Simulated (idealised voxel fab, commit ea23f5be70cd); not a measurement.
The process module that follows is named voxel tone inversion.
The width of the displayed cross-section, cut, is 285 nm; its cells are square, with a size of 5 nm.
The cross-sections in this document take the form of a grid made of square cells. They are written out as bands, in order from top to bottom. Each band consists of one or more rows of cells.
Within each band entry, the heights of the top and of the bottom of the band appear first, in that order and in nm; the materials of the band then follow from left to right, each with its corresponding width in nm. The designation "throughout" on a single material indicates that it fills the band from edge to edge; the designation "air" indicates empty space.
Heads up on the height convention: 0 is the point under which the incoming wafer is all one material, and the lowest band has no bottom, it just keeps going down, like "0 nm and below".
Top row gets the first number, bottom row gets the second, and each row in between changes by the same step: that is how a band width like "30->40" works.
"no change occurred" -> step changed no cross-section cell.
If an empty space has no open way to the top and is at least 8 cells in size, "Enclosed void inventory" lists it, written width x height at distance, where distance is measured from the left edge and every value is in nm.
after a step's settings: what the simulator itself notes on the step
overlay nm: right-of-plan distance of the mask on a masked step; negative values mean left-of-plan.

This section lists the process steps that were planned:
1) RECEIVE (material Si)
2) CONFORMAL_DEP (material SiN; thk nm 10)
3) DIRECTIONAL_DEP (material aC; thk nm 15)
4) PATTERN (tone cover; mask id POSTS; material resist; width nm 20; pitch nm 35; thk nm 20; overlay nm 0)
5) DIRECTIONAL_ETCH (etch materials aC; depth nm 15)
6) STRIP (etch materials resist)
7) FILL_DEP (material lowk; thk nm 10)
8) CMP (height nm 25)
9) STRIP (etch materials aC)
10) CONFORMAL_DEP (material TiN; thk nm 5)
11) FILL_DEP (material W; thk nm 10)
12) CMP (height nm 25)
13) CONFORMAL_DEP (material SiN; thk nm 5)

On the first of the two wafers: run conducted according to plan:

Delivered wafer in cross-section: state after step 1:
0 nm and below | Si throughout
Enclosed void inventory: none

After step 2, in cross-section:
10 nm to 0 nm | SiN throughout
Anything lower than 0 is untouched.

After step 3, in cross-section:
25 nm to 10 nm | aC throughout
Anything lower than 10 is untouched.

After step 4, in cross-section:
45 nm to 25 nm | 115 of air, then 20 of resist, then 15 of air, then 20 of resist, then 115 of air
Anything lower than 25 is untouched.

After step 5, in cross-section:
30 nm to 25 nm | 115 of air, then 20 of resist, then 15 of air, then 20 of resist, then 115 of air
25 nm to 10 nm | 115 of air, then 20 of aC, then 15 of air, then 20 of aC, then 115 of air
Anything lower than 10 is untouched.

After step 6, in cross-section:
25 nm to 10 nm | 115 of air, then 20 of aC, then 15 of air, then 20 of aC, then 115 of air
Anything lower than 10 is untouched.

After step 7, in cross-section:
35 nm to 25 nm | lowk throughout
25 nm to 10 nm | 115 of lowk, then 20 of aC, then 15 of lowk, then 20 of aC, then 115 of lowk
Anything lower than 10 is untouched.

After step 8, in cross-section:
25 nm to 10 nm | 115 of lowk, then 20 of aC, then 15 of lowk, then 20 of aC, then 115 of lowk
Anything lower than 10 is untouched.

After step 9, in cross-section:
25 nm to 10 nm | 115 of lowk, then 20 of air, then 15 of lowk, then 20 of air, then 115 of lowk
Anything lower than 10 is untouched.

After step 10, in cross-section:
30 nm to 25 nm | 120 of TiN, then 10 of air, then 25 of TiN, then 10 of air, then 120 of TiN
25 nm to 15 nm | 115 of lowk, then 5 of TiN, then 10 of air, then 5 of TiN, then 15 of lowk, then 5 of TiN, then 10 of air, then 5 of TiN, then 115 of lowk
15 nm to 10 nm | 115 of lowk, then 20 of TiN, then 15 of lowk, then 20 of TiN, then 115 of lowk
Anything lower than 10 is untouched.

After step 11, in cross-section:
40 nm to 30 nm | W throughout
30 nm to 25 nm | 120 of TiN, then 10 of W, then 25 of TiN, then 10 of W, then 120 of TiN
25 nm to 15 nm | 115 of lowk, then 5 of TiN, then 10 of W, then 5 of TiN, then 15 of lowk, then 5 of TiN, then 10 of W, then 5 of TiN, then 115 of lowk
Anything lower than 15 is untouched.

After step 12, in cross-section:
25 nm to 15 nm | 115 of lowk, then 5 of TiN, then 10 of W, then 5 of TiN, then 15 of lowk, then 5 of TiN, then 10 of W, then 5 of TiN, then 115 of lowk
Anything lower than 15 is untouched.

After step 13, in cross-section:
30 nm to 25 nm | SiN throughout
Anything lower than 25 is untouched.

Second wafer - shared start and plan with the first - one error in running - same as the first up to step 7 inclusive:

when step 8 should have ended:
20 nm to 10 nm | 115 of lowk, then 20 of aC, then 15 of lowk, then 20 of aC, then 115 of lowk
Anything lower than 10 is untouched.

when step 9 should have ended:
20 nm to 10 nm | 115 of lowk, then 20 of air, then 15 of lowk, then 20 of air, then 115 of lowk
Anything lower than 10 is untouched.

when step 10 should have ended:
25 nm to 20 nm | 120 of TiN, then 10 of air, then 25 of TiN, then 10 of air, then 120 of TiN
20 nm to 15 nm | 115 of lowk, then 5 of TiN, then 10 of air, then 5 of TiN, then 15 of lowk, then 5 of TiN, then 10 of air, then 5 of TiN, then 115 of lowk
15 nm to 10 nm | 115 of lowk, then 20 of TiN, then 15 of lowk, then 20 of TiN, then 115 of lowk
Anything lower than 10 is untouched.

when step 11 should have ended:
35 nm to 25 nm | W throughout
25 nm to 20 nm | 120 of TiN, then 10 of W, then 25 of TiN, then 10 of W, then 120 of TiN
20 nm to 15 nm | 115 of lowk, then 5 of TiN, then 10 of W, then 5 of TiN, then 15 of lowk, then 5 of TiN, then 10 of W, then 5 of TiN, then 115 of lowk
Anything lower than 15 is untouched.

when step 12 should have ended:
25 nm to 20 nm | 120 of TiN, then 10 of W, then 25 of TiN, then 10 of W, then 120 of TiN
Anything lower than 20 is untouched.

when step 13 should have ended:
30 nm to 25 nm | SiN throughout
Anything lower than 25 is untouched.
Which mistake was made when the wafer was run? planned and actual differ for step 8; actual: CMP (height nm 20)
Once processing is complete, comparing cell counts shows that the second wafer has more or fewer of certain materials than the first: +49 TiN | -49 lowk
